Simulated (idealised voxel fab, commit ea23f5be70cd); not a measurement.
This section sets out a process module, namely voxel released beams.
Section shown: cut. Width: 270 nm. Cell size: 5 nm, square.
Square cells in a grid make up a cross-section in this document, and the grid is given as bands, listed from the top down, each one or more rows of cells. For a band, the entry starts with two heights in nm, that of the top and then that of the bottom, and carries on with the band's materials in order from left to right, each alongside its width in nm; the word "edge to edge" beside a single material means it fills the band edge to edge, and "empty" means empty space. Height is counted from the level 0, under which the received wafer is composed throughout of one material. The lowest of the bands is not closed at the bottom but continues downward, in the notation "z 0 and below". Width "30 to 40": first value at the band's top row of cells, second value at its bottom row, equal change from row to row. A step reported as "everything unchanged" is a step in which no cell of the cross-section changed. For the entry "Fully sealed cavities", the listed items are empty spaces with no open way to the top whose size is 8 cells or more; each item follows the pattern width x height at distance, where distance is from the left edge and all three are in nm. On each step's line, the part that comes after the settings is the simulator's own comment on the step. overlay nm: how far to the right of its planned place the mask lay on this masked step (negative: to the left).
-- Here's what the planned process steps look like
- 1: RECEIVE, material Si
- 2: CONFORMAL_DEP, material Al2O3, thk nm 10
- 3: DIRECTIONAL_DEP, material SiO2, thk nm 10
- 4: PATTERN, tone open, mask id ANCHOR, material resist, width nm 40, thk nm 20, overlay nm 0
- 5: DIRECTIONAL_ETCH, etch materials SiO2, depth nm 10
- 6: STRIP, etch materials resist
- 7: CONFORMAL_DEP, material SiN, thk nm 15
- 8: DIRECTIONAL_DEP, material aC, thk nm 15
- 9: PATTERN, tone cover, mask id BEAM, material resist, width nm 110, thk nm 35, overlay nm 0
- 10: DIRECTIONAL_ETCH, etch materials aC, depth nm 15
- 11: STRIP, etch materials resist
- 12: DIRECTIONAL_ETCH, etch materials SiN, depth nm 15
- 13: STRIP, etch materials aC
- 14: STRIP, etch materials SiO2
-- Wafer cross-section on receipt, i.e. after step 1
	z 0 and below  Si edge to edge
	Fully sealed cavities: none
-- Module complete, cross-section. Starting point and plan per above. One mistake made in running the module
	z 35 to 25  empty=75  SiN=20  empty=15  SiN=75  empty=85
	z 25 to 20  empty=75  SiN=110  empty=85
	z 20 to 10  empty=80  SiN=45  empty=145
	z 10 to 0  Al2O3 edge to edge
	z 0 and below  Si edge to edge
	Fully sealed cavities: none
what went wrong: step 4 was not run as planned; what actually ran was PATTERN, tone open, mask id ANCHOR, material resist, width nm 45, thk nm 20, overlay nm 0
